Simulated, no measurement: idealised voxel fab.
process module | voxel self aligned vias
cross-section cut | 180 nm wide | cells 5 nm
A cross-section is a grid of square cells, given in bands from the top down. A band is one or more rows of cells.
Each band's line starts with the height of the band's top and of its bottom, in nm. Then come its materials from left to right, each with its width in nm. One material with "throughout" fills the band from edge to edge. "air" is empty space.
Height 0 is the level under which the wafer as received is all one material. The lowest band goes on downwards, as in "0 down".
A width such as "30 to 40" changes by the same amount from each row of cells to the next, from the band's top row to its bottom row.
"no change" after a step means that no cell of the cross-section changed.
closed voids: empty space of 8 cells or more with no open way to the top, each as width x height at its distance from the left edge, in nm
after a step's settings: what the simulator itself notes on the step
overlay nm, on a step with a mask: how far to the right of its planned place the mask lay; to the left if negative
plan
1 op RECEIVE | material Si
2 op CONFORMAL_DEP | material SiO2 | thk nm 10
3 op CONFORMAL_DEP | material SiCN | thk nm 5
4 op DIRECTIONAL_DEP | material SiO2 | thk nm 25
5 op PATTERN | tone open | mask id LINES | material resist | width nm 30 | pitch nm 55 | thk nm 20 | overlay nm 0
6 op DIRECTIONAL_ETCH | etch materials SiO2 | depth nm 25
7 op STRIP | etch materials resist
8 op CONFORMAL_DEP | material TiN | thk nm 5
9 op FILL_DEP | material W | thk nm 10
10 op CMP | height nm 40
11 op SELECTIVE_ETCH | etch materials W Ru TiN | depth nm 10
12 op FILL_DEP | material SiN | thk nm 5
13 op CMP | height nm 40
14 op DIRECTIONAL_DEP | material SiO2 | thk nm 20
15 op PATTERN | tone open | mask id VIAS | material resist | width nm 40 | pitch nm 55 | thk nm 20 | overlay nm 0
16 op DIRECTIONAL_ETCH | etch materials SiO2 | depth nm 20
17 op DIRECTIONAL_ETCH | etch materials SiN | depth nm 10
18 op STRIP | etch materials resist
19 op CONFORMAL_DEP | material TiN | thk nm 5
20 op FILL_DEP | material Cu | thk nm 5
21 op CMP | height nm 60
22 op CONFORMAL_DEP | material SiN | thk nm 5
as received, after step 1
  0 down: Si throughout
  closed voids: none
first wafer at the end, as planned
  65 to 60: SiN throughout
  60 to 45: SiO2 40 | TiN 5 | Cu 30 | TiN 5 | SiO2 15 | TiN 5 | Cu 30 | TiN 5 | SiO2 45
  45 to 35: SiO2 40 to 45 | TiN 10 to 5 | Cu 20 | TiN 10 to 5 | SiO2 15 to 25 | TiN 10 to 5 | Cu 20 | TiN 10 to 5 | SiO2 45 to 50
  35 to 30: SiO2 45 | TiN 30 | SiO2 25 | TiN 30 | SiO2 50
  30 to 20: SiO2 45 | TiN 5 | W 20 | TiN 5 | SiO2 25 | TiN 5 | W 20 | TiN 5 | SiO2 50
  20 to 15: SiO2 45 | TiN 30 | SiO2 25 | TiN 30 | SiO2 50
  15 to 10: SiCN throughout
  10 to 0: SiO2 throughout
  0 down: Si throughout
  closed voids: none
second wafer at the end: like start, like plan, one mistake
  65 to 60: W throughout
  60 to 45: SiO2 40 | TiN 5 | Cu 30 | TiN 5 | SiO2 15 | TiN 5 | Cu 30 | TiN 5 | SiO2 45
  45 to 35: SiO2 40 to 45 | TiN 10 to 5 | Cu 20 | TiN 10 to 5 | SiO2 15 to 25 | TiN 10 to 5 | Cu 20 | TiN 10 to 5 | SiO2 45 to 50
  35 to 30: SiO2 45 | TiN 30 | SiO2 25 | TiN 30 | SiO2 50
  30 to 20: SiO2 45 | TiN 5 | W 20 | TiN 5 | SiO2 25 | TiN 5 | W 20 | TiN 5 | SiO2 50
  20 to 15: SiO2 45 | TiN 30 | SiO2 25 | TiN 30 | SiO2 50
  15 to 10: SiCN throughout
  10 to 0: SiO2 throughout
  0 down: Si throughout
  closed voids: none
what went wrong: step 22 ran as: op CONFORMAL_DEP | material W | thk nm 5
at the end the second wafer has, in cells: 36 fewer of SiN | 36 more of W
